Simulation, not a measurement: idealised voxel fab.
Process module in this document: voxel gate over fins
Pictured: cross-section cut, 205 nm wide, on a grid of 5 nm square cells.
In this document a cross-section is written as a grid of square cells. It is given as a series of bands, listed from the top down, and a band is one or more rows of cells.
Quick guide to a band line: top height, bottom height (nm) up front; then every material left to right with its width in nm. Only one material and it's marked "throughout"? Then it fills the band edge to edge. And "empty" just means empty space.
The level at which height equals 0 is the one under which the wafer, as it arrives, is entirely one material. No lower edge exists for the bottom band, which continues downward and is notated as in "0..down".
A width such as "30..40" changes by the same amount from each row of cells to the next, from the band's top row to its bottom row.
Step marked "no modifications"? Then no cell in the cross-section changed in it.
Look at "Closed void entries" for the closed voids: empty spaces with no open path to the top, sized 8 cells or up. Each is width x height at distance, distance from the left edge, all nm.
Anything after a step's settings on that line? It's the simulator's own note about the step.
Among the settings permitted on a step's line is "overlay nm"; applied to a step with a mask, it specifies the extent to which the mask lay to the right of its planned position, whereas a negative figure signifies a position to the left.

Steps in the process plan
1) RECEIVE (material Si)
2) CONFORMAL_DEP (material SiN; thk nm 5)
3) DIRECTIONAL_DEP (material aC; thk nm 15)
4) PATTERN (tone cover; mask id FINS; material resist; width nm 15; pitch nm 45; thk nm 30; overlay nm 0)
5) DIRECTIONAL_ETCH (etch materials aC; depth nm 15)
6) STRIP (etch materials resist)
7) DIRECTIONAL_ETCH (etch materials SiN; depth nm 5)
8) DIRECTIONAL_ETCH (etch materials Si; depth nm 40)
9) STRIP (etch materials aC)
10) FILL_DEP (material SiO2; thk nm 5)
11) CMP (height nm 5)
12) SELECTIVE_ETCH (etch materials SiO2; depth nm 20)
13) STRIP (etch materials SiN)
14) CONFORMAL_DEP (material HfO2; thk nm 5)
15) CONFORMAL_DEP (material TiN; thk nm 5)
16) FILL_DEP (material W; thk nm 15)
17) CMP (height nm 20)
18) CONFORMAL_DEP (material SiCN; thk nm 10)

Here's what the wafer looked like in cross-section when it arrived - that's after step 1
0..down: Si throughout
Closed void entries: none

Cross-sectional result after module completion. Note: starting condition and plan are unchanged from above; one processing mistake was made
30..20: SiCN throughout
20..10: W throughout
10..5: 10 of W; 35 of TiN; 10 of W; 35 of TiN; 10 of W; 35 of TiN; 10 of W; 35 of TiN; 25 of W
5..0: 10 of W; 5 of TiN; 25 of HfO2; 5 of TiN; 10 of W; 5 of TiN; 25 of HfO2; 5 of TiN; 10 of W; 5 of TiN; 25 of HfO2; 5 of TiN; 10 of W; 5 of TiN; 25 of HfO2; 5 of TiN; 25 of W
0..-5: 10 of W; 5 of TiN; 5 of HfO2; 15 of Si; 5 of HfO2; 5 of TiN; 10 of W; 5 of TiN; 5 of HfO2; 15 of Si; 5 of HfO2; 5 of TiN; 10 of W; 5 of TiN; 5 of HfO2; 15 of Si; 5 of HfO2; 5 of TiN; 10 of W; 5 of TiN; 5 of HfO2; 15 of Si; 5 of HfO2; 5 of TiN; 25 of W
-5..-10: 15 of TiN; 5 of HfO2; 15 of Si; 5 of HfO2; 20 of TiN; 5 of HfO2; 15 of Si; 5 of HfO2; 20 of TiN; 5 of HfO2; 15 of Si; 5 of HfO2; 20 of TiN; 5 of HfO2; 15 of Si; 5 of HfO2; 30 of TiN
-10..-15: 20 of HfO2; 15 of Si; 30 of HfO2; 15 of Si; 30 of HfO2; 15 of Si; 30 of HfO2; 15 of Si; 35 of HfO2
-15..-40: 20 of SiO2; 15 of Si; 30 of SiO2; 15 of Si; 30 of SiO2; 15 of Si; 30 of SiO2; 15 of Si; 35 of SiO2
-40..down: Si throughout
Closed void entries: none
It is concluded that the wafer was processed incorrectly with respect to the plan, in that it should be noted that step 4 was executed with settings other than those planned, the operation and settings actually applied being PATTERN (tone cover; mask id FINS; material resist; width nm 15; pitch nm 45; thk nm 30; overlay nm -5)
